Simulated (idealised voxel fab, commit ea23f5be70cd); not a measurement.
The document below concerns the process module designated voxel released beams.
Xsec cut, 160 nm wide, square cell size 5 nm.
A cross-section in this document is a grid of square cells, and it is written down as bands, the top band listed before the ones below it; a band is made up of one or more rows of cells.
Look at the band entry: it leads with the top's height and the bottom's height in nm. Then it lists the materials left to right, with a width in nm for each. The word "everywhere" on a single material says that material fills the band edge to edge. The word "air" is empty space.
Convention: height 0 is the level below which the wafer, as received, is all one material. The lowest band does not terminate at the bottom but continues downward, represented as "0 down".
You'd read "30 to 40" like this: the band's top row of cells is as wide as the first number, its bottom row is as wide as the second, and going down, every row changes width by the same amount as the row before did.
"identical to before" after a step means that no cell of the cross-section changed.
Entry "Unvented voids" = empty spaces >= 8 cells with no open way to the top; each as width x height at distance, distance from left edge, all nm.
Anything after a step's settings on that line? It's the simulator's own note about the step.
A step's line can hold "overlay nm"; with a mask on that step, the setting says how far right of the planned place the mask lay, while a negative setting says it lay to the left.
[The process steps that were planned are listed below]
1) op RECEIVE | material Si
2) op CONFORMAL_DEP | material SiN | thk nm 5
3) op DIRECTIONAL_DEP | material SiO2 | thk nm 10
4) op DIRECTIONAL_DEP | material aC | thk nm 10
5) op PATTERN | tone open | mask id ANCHOR | material resist | width nm 30 | thk nm 30 | overlay nm 0
6) op DIRECTIONAL_ETCH | etch materials aC | depth nm 10
7) op STRIP | etch materials resist
8) op DIRECTIONAL_ETCH | etch materials SiO2 | depth nm 10
9) op STRIP | etch materials aC
10) op CONFORMAL_DEP | material polySi | thk nm 10
11) op PATTERN | tone cover | mask id BEAM | material resist | width nm 105 | thk nm 15 | overlay nm 0
12) op DIRECTIONAL_ETCH | etch materials polySi | depth nm 10
13) op STRIP | etch materials resist
14) op STRIP | etch materials SiO2
[as received, after step 1]
  0 down | Si everywhere
  Unvented voids: none
[One mistake in running the module, otherwise start and plan as above: cross-section at the end]
  25 to 15 | air (25)  polySi (15)  air (10)  polySi (85)  air (25)
  15 to 5 | air (30)  polySi (30)  air (100)
  5 to 0 | SiN everywhere
  0 down | Si everywhere
  Unvented voids: none
What broke from the plan during processing? in deviation from the planned setting, step 11 was conducted as op PATTERN | tone cover | mask id BEAM | material resist | width nm 110 | thk nm 15 | overlay nm 0
